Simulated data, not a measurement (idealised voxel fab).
Proc. module: voxel self aligned vias
The width of the displayed cross-section, cut, is 165 nm; its cells are square, with a size of 5 nm.
Each cross-section below is a grid of square cells, stated as bands in top-down order, with one or more rows of cells making up each band. Band entry format. Leading values: height of top, height of bottom, nm. Remainder: materials in left-to-right order, each with its width in nm. Special words: "everywhere" on a single material, which then fills the band edge to edge; "empty", empty space. Height reference: 0 = level under which incoming wafer is all one material. Lowest band: no bottom, runs on downward, e.g. "0 nm and below". With a width like "30..40", each row of cells in the band differs from the next by the same amount, the top row carrying the first number and the bottom row the second. You'll sometimes find "no modifications" written for a step, and that's the way of saying that nowhere in the cross-section did a cell change during that step. Enclosed voids (no open way to top), threshold 8 cells or more, entry "Closed void roster", notation width x height at distance, distance from left edge, nm. That trailing text on a step's line, after the settings, is the simulator's own remark on the step. What "overlay nm" on a step's line means: if the step has a mask, that mask lay this far to the right of its planned place, or, when the value is negative, to the left.
BELOW IS THE LIST OF PLANNED PROCESS STEPS
1. RECEIVE, material Si
2. CONFORMAL_DEP, material SiO2, thk nm 15
3. CONFORMAL_DEP, material SiCN, thk nm 5
4. DIRECTIONAL_DEP, material lowk, thk nm 30
5. PATTERN, tone open, mask id LINES, material resist, width nm 30, pitch nm 80, thk nm 20, overlay nm 0
6. DIRECTIONAL_ETCH, etch materials lowk, depth nm 30
7. STRIP, etch materials resist
8. CONFORMAL_DEP, material TiN, thk nm 5
9. FILL_DEP, material W, thk nm 10
10. CMP, height nm 50
11. SELECTIVE_ETCH, etch materials W Ru TiN, depth nm 10
12. FILL_DEP, material SiN, thk nm 5
13. CMP, height nm 50
14. DIRECTIONAL_DEP, material lowk, thk nm 20
15. DIRECTIONAL_DEP, material aC, thk nm 10
16. PATTERN, tone open, mask id VIAS, material resist, width nm 50, pitch nm 80, thk nm 30, overlay nm 0
17. DIRECTIONAL_ETCH, etch materials aC, depth nm 10
18. STRIP, etch materials resist
19. DIRECTIONAL_ETCH, etch materials lowk, depth nm 20
20. DIRECTIONAL_ETCH, etch materials SiN, depth nm 10
21. STRIP, etch materials aC
22. CONFORMAL_DEP, material TiN, thk nm 5
23. FILL_DEP, material W, thk nm 10
24. CMP, height nm 70
25. CONFORMAL_DEP, material SiCN, thk nm 5
INCOMING WAFER IN CROSS-SECTION (STATE: AFTER STEP 1)
    0 nm and below: Si everywhere
    Closed void roster: none
THE FIRST OF TWO WAFERS, CROSS-SECTIONED AT THE END OF THE MODULE, WITH THE RUN PROCEEDING AS PLANNED
    75 nm to 70 nm: SiCN everywhere
    70 nm to 55 nm: lowk: 15, then TiN: 5, then W: 40, then TiN: 5, then lowk: 30, then TiN: 5, then W: 40, then TiN: 5, then lowk: 20
    55 nm to 45 nm: lowk: 15..25, then TiN: 15..5, then W: 20, then TiN: 15..5, then lowk: 30..50, then TiN: 15..5, then W: 20, then TiN: 15..5, then lowk: 20..30
    45 nm to 40 nm: lowk: 25, then TiN: 30, then lowk: 50, then TiN: 30, then lowk: 30
    40 nm to 25 nm: lowk: 25, then TiN: 5, then W: 20, then TiN: 5, then lowk: 50, then TiN: 5, then W: 20, then TiN: 5, then lowk: 30
    25 nm to 20 nm: lowk: 25, then TiN: 30, then lowk: 50, then TiN: 30, then lowk: 30
    20 nm to 15 nm: SiCN everywhere
    15 nm to 0 nm: SiO2 everywhere
    0 nm and below: Si everywhere
    Closed void roster: none
THIS IS THE SECOND OF THE TWO WAFERS, CROSS-SECTIONED AT THE END OF THE MODULE; IT STARTED EXACTLY LIKE THE FIRST AND WAS GIVEN THE SAME PLAN, BUT IT WAS RUN WITH ONE MISTAKE
    75 nm to 70 nm: SiCN everywhere
    70 nm to 55 nm: lowk: 15, then TiN: 5, then W: 40, then TiN: 5, then lowk: 30, then TiN: 5, then W: 40, then TiN: 5, then lowk: 20
    55 nm to 45 nm: lowk: 15..30, then TiN: 20..5, then W: 15, then TiN: 15..5, then lowk: 30..55, then TiN: 20..5, then W: 15, then TiN: 15..5, then lowk: 20..30
    45 nm to 40 nm: lowk: 30, then TiN: 25, then lowk: 55, then TiN: 25, then lowk: 30
    40 nm to 25 nm: lowk: 30, then TiN: 5, then W: 15, then TiN: 5, then lowk: 55, then TiN: 5, then W: 15, then TiN: 5, then lowk: 30
    25 nm to 20 nm: lowk: 30, then TiN: 25, then lowk: 55, then TiN: 25, then lowk: 30
    20 nm to 15 nm: SiCN everywhere
    15 nm to 0 nm: SiO2 everywhere
    0 nm and below: Si everywhere
    Closed void roster: none
Where did the run depart from the plan? not per plan at step 5, really ran PATTERN, tone open, mask id LINES, material resist, width nm 25, pitch nm 80, thk nm 20, overlay nm 0
Final difference in cells, second wafer against first, listed per material as more or fewer: -2 TiN; -10 W; +12 lowk
